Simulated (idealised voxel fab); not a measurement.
Process module in this document: voxel gate over fins
Cross-section cut spans 255 nm and uses square cells 5 nm in size.
Just so we're on the same page, the cross-sections are grids of square cells, and they're listed out in bands top to bottom, each band one or more rows deep.
It is stipulated that each band's entry specify, in nanometres, the height of the top of the band and then that of its bottom, followed by the materials of the band in left-to-right sequence, each together with its width in nanometres. A single material marked by the word "everywhere" is understood to fill the band from edge to edge; the word "blank" is understood to denote empty space.
Counting heights begins at 0, where everything beneath is, in the wafer as received, one material. The lowest band has no bottom; it goes on downwards, as "0 down" shows.
Quick explanation for "30->40": the width changes in equal steps down the rows of cells, from the first number in the band's top row to the second number in its bottom row.
The cross-section has no changed cell in any step marked "identical to before".
Each empty space that has no open way to the top and spans at least 8 cells appears under "closed voids" as width x height at distance, the distance counted from the left edge, all in nm.
On a step's line, text after the settings is the simulator commenting on that step.
overlay nm: mask right of planned place by this much (step with mask). Neg. = left.

So here's the lineup of process steps we planned:
step 1: RECEIVE with material Si
step 2: CONFORMAL_DEP with material SiN, thk nm 5
step 3: DIRECTIONAL_DEP with material aC, thk nm 15
step 4: PATTERN with tone cover, mask id FINS, material resist, width nm 15, pitch nm 45, thk nm 35, overlay nm 0
step 5: DIRECTIONAL_ETCH with etch materials aC, depth nm 15
step 6: STRIP with etch materials resist
step 7: DIRECTIONAL_ETCH with etch materials SiN, depth nm 5
step 8: DIRECTIONAL_ETCH with etch materials Si, depth nm 40
step 9: STRIP with etch materials aC
step 10: FILL_DEP with material SiO2, thk nm 10
step 11: CMP with height nm -5
step 12: SELECTIVE_ETCH with etch materials SiO2, depth nm 15
step 13: STRIP with etch materials SiN
step 14: CONFORMAL_DEP with material HfO2, thk nm 5
step 15: CONFORMAL_DEP with material TiN, thk nm 5
step 16: CONFORMAL_DEP with material TiAl, thk nm 5
step 17: CONFORMAL_DEP with material TiN, thk nm 5
step 18: FILL_DEP with material W, thk nm 10
step 19: CMP with height nm 25
step 20: CONFORMAL_DEP with material SiCN, thk nm 10
The height nm used in step 11 is not the same on every wafer, whereas the starting condition is; the value printed in the plan is the first wafer's.

The first of several wafers as received, shown in cross-section; this is its state after step 1:
	0 down: Si everywhere
	closed voids: none

wafer rows; end of module; cells per material since receipt: (+) gained, (-) lost; then closed voids:
height nm -5; +63 HfO2; -366 Si; +102 SiCN; +180 SiO2; +63 TiAl; +120 TiN; +195 W; closed voids: none
height nm 0; +63 HfO2; -360 Si; +102 SiCN; +225 SiO2; +63 TiAl; +120 TiN; +144 W; closed voids: none
height nm 5; +59 HfO2; -360 Si; +102 SiCN; +270 SiO2; +59 TiAl; +114 TiN; +113 W; closed voids: none
height nm 10; +55 HfO2; -360 Si; +102 SiCN; +315 SiO2; +55 TiAl; +108 TiN; +82 W; closed voids: none
height nm 15; +51 HfO2; -360 Si; +102 SiCN; +360 SiO2; +51 TiAl; +102 TiN; +51 W; closed voids: none
